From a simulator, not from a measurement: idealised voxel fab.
Name of the process module below: voxel tone inversion
Cross-section cut spans 300 nm and uses square cells 5 nm in size.
Throughout this document, each cross-section is represented as a grid of square cells and is presented as a sequence of bands enumerated from the top downward, where a band comprises one or more rows of cells. Look at the band entry: it leads with the top's height and the bottom's height in nm. Then it lists the materials left to right, with a width in nm for each. The word "all across" on a single material says that material fills the band edge to edge. The word "air" is empty space. Height reference: 0 = level under which incoming wafer is all one material. Lowest band: no bottom, runs on downward, e.g. "0 nm and below". The notation "30..40" denotes a width that varies across the rows of cells in the band, beginning at the first number in the top row, finishing at the second number in the bottom row, and changing by an identical amount from each row to the next. Any step labelled "identical to before" changed none of the cells in the cross-section. Listed in "Closed void entries": every empty space of 8 or more cells without an open way to the top. Form: width x height at distance, the distance being from the left edge, all in nm. Read whatever lies past the settings on a step's line as the simulator's own remark about the step. overlay nm, on a step with a mask: how far to the right of its planned place the mask lay; to the left if negative.
Process steps foreseen in the plan
1) op RECEIVE | material Si
2) op CONFORMAL_DEP | material SiCN | thk nm 10
3) op DIRECTIONAL_DEP | material polySi | thk nm 20
4) op PATTERN | tone cover | mask id POSTS | material resist | width nm 25 | pitch nm 55 | thk nm 30 | overlay nm 0
5) op DIRECTIONAL_ETCH | etch materials polySi | depth nm 20
6) op STRIP | etch materials resist
7) op FILL_DEP | material SiO2 | thk nm 10
8) op CMP | height nm 30
9) op STRIP | etch materials polySi
10) op CONFORMAL_DEP | material TiN | thk nm 5
11) op FILL_DEP | material Cu | thk nm 10
12) op CMP | height nm 30
13) op CONFORMAL_DEP | material SiN | thk nm 5
First of two wafers - as planned
Step 1 complete: cross-section of the wafer as received
  0 nm and below | Si all across
  Closed void entries: none
Presented here is a cross-section of the wafer after step 2 has been performed
  10 nm to 0 nm | SiCN all across
  Unchanged below 0.
Presented here is a cross-section of the wafer after step 3 has been performed
  30 nm to 10 nm | polySi all across
  Unchanged below 10.
Presented here is a cross-section of the wafer after step 4 has been performed
  60 nm to 30 nm | air=55 / resist=25 / air=30 / resist=25 / air=30 / resist=25 / air=30 / resist=25 / air=55
  Unchanged below 30.
Presented here is a cross-section of the wafer after step 5 has been performed
  60 nm to 30 nm | air=55 / resist=25 / air=30 / resist=25 / air=30 / resist=25 / air=30 / resist=25 / air=55
  30 nm to 10 nm | air=55 / polySi=25 / air=30 / polySi=25 / air=30 / polySi=25 / air=30 / polySi=25 / air=55
  Unchanged below 10.
Presented here is a cross-section of the wafer after step 6 has been performed
  30 nm to 10 nm | air=55 / polySi=25 / air=30 / polySi=25 / air=30 / polySi=25 / air=30 / polySi=25 / air=55
  Unchanged below 10.
Presented here is a cross-section of the wafer after step 7 has been performed
  40 nm to 30 nm | SiO2 all across
  30 nm to 10 nm | SiO2=55 / polySi=25 / SiO2=30 / polySi=25 / SiO2=30 / polySi=25 / SiO2=30 / polySi=25 / SiO2=55
  Unchanged below 10.
Presented here is a cross-section of the wafer after step 8 has been performed
  30 nm to 10 nm | SiO2=55 / polySi=25 / SiO2=30 / polySi=25 / SiO2=30 / polySi=25 / SiO2=30 / polySi=25 / SiO2=55
  Unchanged below 10.
Presented here is a cross-section of the wafer after step 9 has been performed
  30 nm to 10 nm | SiO2=55 / air=25 / SiO2=30 / air=25 / SiO2=30 / air=25 / SiO2=30 / air=25 / SiO2=55
  Unchanged below 10.
Presented here is a cross-section of the wafer after step 10 has been performed
  35 nm to 30 nm | TiN=60 / air=15 / TiN=40 / air=15 / TiN=40 / air=15 / TiN=40 / air=15 / TiN=60
  30 nm to 15 nm | SiO2=55 / TiN=5 / air=15 / TiN=5 / SiO2=30 / TiN=5 / air=15 / TiN=5 / SiO2=30 / TiN=5 / air=15 / TiN=5 / SiO2=30 / TiN=5 / air=15 / TiN=5 / SiO2=55
  15 nm to 10 nm | SiO2=55 / TiN=25 / SiO2=30 / TiN=25 / SiO2=30 / TiN=25 / SiO2=30 / TiN=25 / SiO2=55
  Unchanged below 10.
Presented here is a cross-section of the wafer after step 11 has been performed
  45 nm to 35 nm | Cu all across
  35 nm to 30 nm | TiN=60 / Cu=15 / TiN=40 / Cu=15 / TiN=40 / Cu=15 / TiN=40 / Cu=15 / TiN=60
  30 nm to 15 nm | SiO2=55 / TiN=5 / Cu=15 / TiN=5 / SiO2=30 / TiN=5 / Cu=15 / TiN=5 / SiO2=30 / TiN=5 / Cu=15 / TiN=5 / SiO2=30 / TiN=5 / Cu=15 / TiN=5 / SiO2=55
  Unchanged below 15.
Presented here is a cross-section of the wafer after step 12 has been performed
  30 nm to 15 nm | SiO2=55 / TiN=5 / Cu=15 / TiN=5 / SiO2=30 / TiN=5 / Cu=15 / TiN=5 / SiO2=30 / TiN=5 / Cu=15 / TiN=5 / SiO2=30 / TiN=5 / Cu=15 / TiN=5 / SiO2=55
  Unchanged below 15.
Presented here is a cross-section of the wafer after step 13 has been performed
  35 nm to 30 nm | SiN all across
  Unchanged below 30.
Regarding the second of the two wafers: it shared the first wafer's starting condition and process plan, yet one error occurred during its execution. Its history coincides with that of the first wafer up to and including step 11
Here is the second wafer in cross-section at the point where step 12 of the plan should have been done
  40 nm to 35 nm | Cu all across
  Unchanged below 35.
Here is the second wafer in cross-section at the point where step 13 of the plan should have been done
  45 nm to 40 nm | SiN all across
  Unchanged below 40.
So what did we get wrong on this run? for step 12, the planned setting was not used; the step was instead run as op CMP | height nm 40
Final tally in cells, some materials are higher or lower on the second wafer than on the first: Cu +72, TiN +48
